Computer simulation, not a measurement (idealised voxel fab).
Module name: voxel self aligned vias (process module)
Cross-section cut spans 220 nm and uses square cells 5 nm in size.
Just so we're on the same page, the cross-sections are grids of square cells, and they're listed out in bands top to bottom, each band one or more rows deep.
Band entry format. Leading values: height of top, height of bottom, nm. Remainder: materials in left-to-right order, each with its width in nm. Special words: "full width" on a single material, which then fills the band edge to edge; "blank", empty space.
Note: height 0 marks the level under which the wafer is uniformly one material as received. Lowest band unbounded below, written "top 0, no bottom".
A width such as "30..40" changes by the same amount from each row of cells to the next, from the band's top row to its bottom row.
You'll sometimes find "nothing changed" written for a step, and that's the way of saying that nowhere in the cross-section did a cell change during that step.
Basically, "Fully enclosed voids" tells you about the enclosed voids: empty spaces with no open way to the top, 8 cells or bigger, each written width x height at distance, where distance is from the left edge, all in nm.
Text after the settings on a step's line: the simulator's own remark on that step.
The optional step-line setting "overlay nm" applies to steps with a mask and quantifies how far to the right of its planned location the mask lay, a negative value indicating leftward placement.

Intended process steps:
1. RECEIVE with material Si
2. CONFORMAL_DEP with material SiO2, thk nm 15
3. CONFORMAL_DEP with material SiCN, thk nm 5
4. DIRECTIONAL_DEP with material lowk, thk nm 30
5. MASKED_ETCH with tone open, mask id LINES, width nm 25, pitch nm 50, etch materials lowk, depth nm 30, overlay nm 0
6. CONFORMAL_DEP with material TiN, thk nm 5
7. FILL_DEP with material W, thk nm 5
8. CMP with height nm 50
9. SELECTIVE_ETCH with etch materials W Ru TiN, depth nm 5
10. FILL_DEP with material SiN, thk nm 10
11. CMP with height nm 50
12. DIRECTIONAL_DEP with material lowk, thk nm 20
13. PATTERN with tone open, mask id VIAS, material resist, width nm 35, pitch nm 50, thk nm 15, overlay nm 0
14. DIRECTIONAL_ETCH with etch materials lowk, depth nm 20
15. DIRECTIONAL_ETCH with etch materials SiN, depth nm 5
16. STRIP with etch materials resist
17. CONFORMAL_DEP with material TiN, thk nm 5
18. FILL_DEP with material Cu, thk nm 5
19. CMP with height nm 70
20. CONFORMAL_DEP with material SiN, thk nm 5

Received-state cross-section, reflecting completion of step 1:
  top 0, no bottom: Si full width
  Fully enclosed voids: none

End state of the module in cross-section, given the above starting point and plan and one mistake in execution:
  top 75, bottom 70: SiN full width
  top 70, bottom 55: lowk 40 nm, then TiN 5 nm, then Cu 25 nm, then TiN 5 nm, then lowk 15 nm, then TiN 5 nm, then Cu 25 nm, then TiN 5 nm, then lowk 15 nm, then TiN 5 nm, then Cu 25 nm, then TiN 5 nm, then lowk 45 nm
  top 55, bottom 50: lowk 40 nm, then TiN 35 nm, then lowk 15 nm, then TiN 35 nm, then lowk 15 nm, then TiN 35 nm, then lowk 45 nm
  top 50, bottom 45: SiN 40 nm, then TiN 5 nm, then lowk 25 nm, then TiN 5 nm, then SiN 15 nm, then TiN 5 nm, then lowk 25 nm, then TiN 5 nm, then SiN 15 nm, then TiN 5 nm, then lowk 25 nm, then TiN 5 nm, then SiN 45 nm
  top 45, bottom 25: W 40 nm, then TiN 5 nm, then lowk 25 nm, then TiN 5 nm, then W 15 nm, then TiN 5 nm, then lowk 25 nm, then TiN 5 nm, then W 15 nm, then TiN 5 nm, then lowk 25 nm, then TiN 5 nm, then W 45 nm
  top 25, bottom 20: TiN 45 nm, then lowk 25 nm, then TiN 25 nm, then lowk 25 nm, then TiN 25 nm, then lowk 25 nm, then TiN 50 nm
  top 20, bottom 15: SiCN full width
  top 15, bottom 0: SiO2 full width
  top 0, no bottom: Si full width
  Fully enclosed voids: none
The plan and the run diverged here: off-plan run, step 5, actual operation and settings MASKED_ETCH with tone cover, mask id LINES, width nm 25, pitch nm 50, etch materials lowk, depth nm 30, overlay nm 0
